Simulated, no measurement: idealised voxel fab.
process module | voxel trench capacitor
cross-section cut | 225 nm wide | cells 5 nm
A cross-section is a grid of square cells, given in bands from the top down. A band is one or more rows of cells.
Each band's line starts with the height of the band's top and of its bottom, in nm. Then come its materials from left to right, each with its width in nm. One material with "throughout" fills the band from edge to edge. "air" is empty space.
Height 0 is the level under which the wafer as received is all one material. The lowest band goes on downwards, as in "0 down".
A width such as "30 to 40" changes by the same amount from each row of cells to the next, from the band's top row to its bottom row.
"no change" after a step means that no cell of the cross-section changed.
closed voids: empty space of 8 cells or more with no open way to the top, each as width x height at its distance from the left edge, in nm
after a step's settings: what the simulator itself notes on the step
overlay nm, on a step with a mask: how far to the right of its planned place the mask lay; to the left if negative
plan
1 op RECEIVE | material Si
2 op CONFORMAL_DEP | material SiN | thk nm 10
3 op PATTERN | tone open | mask id TRENCH | material resist | width nm 25 | pitch nm 50 | thk nm 20 | overlay nm 0
4 op DIRECTIONAL_ETCH | etch materials SiN | depth nm 10
5 op DIRECTIONAL_ETCH | etch materials Si | depth nm 30
6 op STRIP | etch materials resist
7 op CONFORMAL_DEP | material Al2O3 | thk nm 5
8 op FILL_DEP | material polySi | thk nm 10
9 op CMP | height nm 10
as received, after step 1
  0 down: Si throughout
  closed voids: none
first wafer at the end, as planned
  10 to 0: SiN 50 | Al2O3 5 | polySi 15 | Al2O3 5 | SiN 25 | Al2O3 5 | polySi 15 | Al2O3 5 | SiN 25 | Al2O3 5 | polySi 15 | Al2O3 5 | SiN 50
  0 to -25: Si 50 | Al2O3 5 | polySi 15 | Al2O3 5 | Si 25 | Al2O3 5 | polySi 15 | Al2O3 5 | Si 25 | Al2O3 5 | polySi 15 | Al2O3 5 | Si 50
  -25 to -30: Si 50 | Al2O3 25 | Si 25 | Al2O3 25 | Si 25 | Al2O3 25 | Si 50
  -30 down: Si throughout
  closed voids: none
second wafer at the end: like start, like plan, one mistake
  10 to 0: SiN 45 | Al2O3 5 | polySi 15 | Al2O3 5 | SiN 25 | Al2O3 5 | polySi 15 | Al2O3 5 | SiN 25 | Al2O3 5 | polySi 15 | Al2O3 5 | SiN 55
  0 to -25: Si 45 | Al2O3 5 | polySi 15 | Al2O3 5 | Si 25 | Al2O3 5 | polySi 15 | Al2O3 5 | Si 25 | Al2O3 5 | polySi 15 | Al2O3 5 | Si 55
  -25 to -30: Si 45 | Al2O3 25 | Si 25 | Al2O3 25 | Si 25 | Al2O3 25 | Si 55
  -30 down: Si throughout
  closed voids: none
what went wrong: step 3 ran as: op PATTERN | tone open | mask id TRENCH | material resist | width nm 25 | pitch nm 50 | thk nm 20 | overlay nm -5
at the end the second wafer has, in cells: as many of each material as the first, in other places
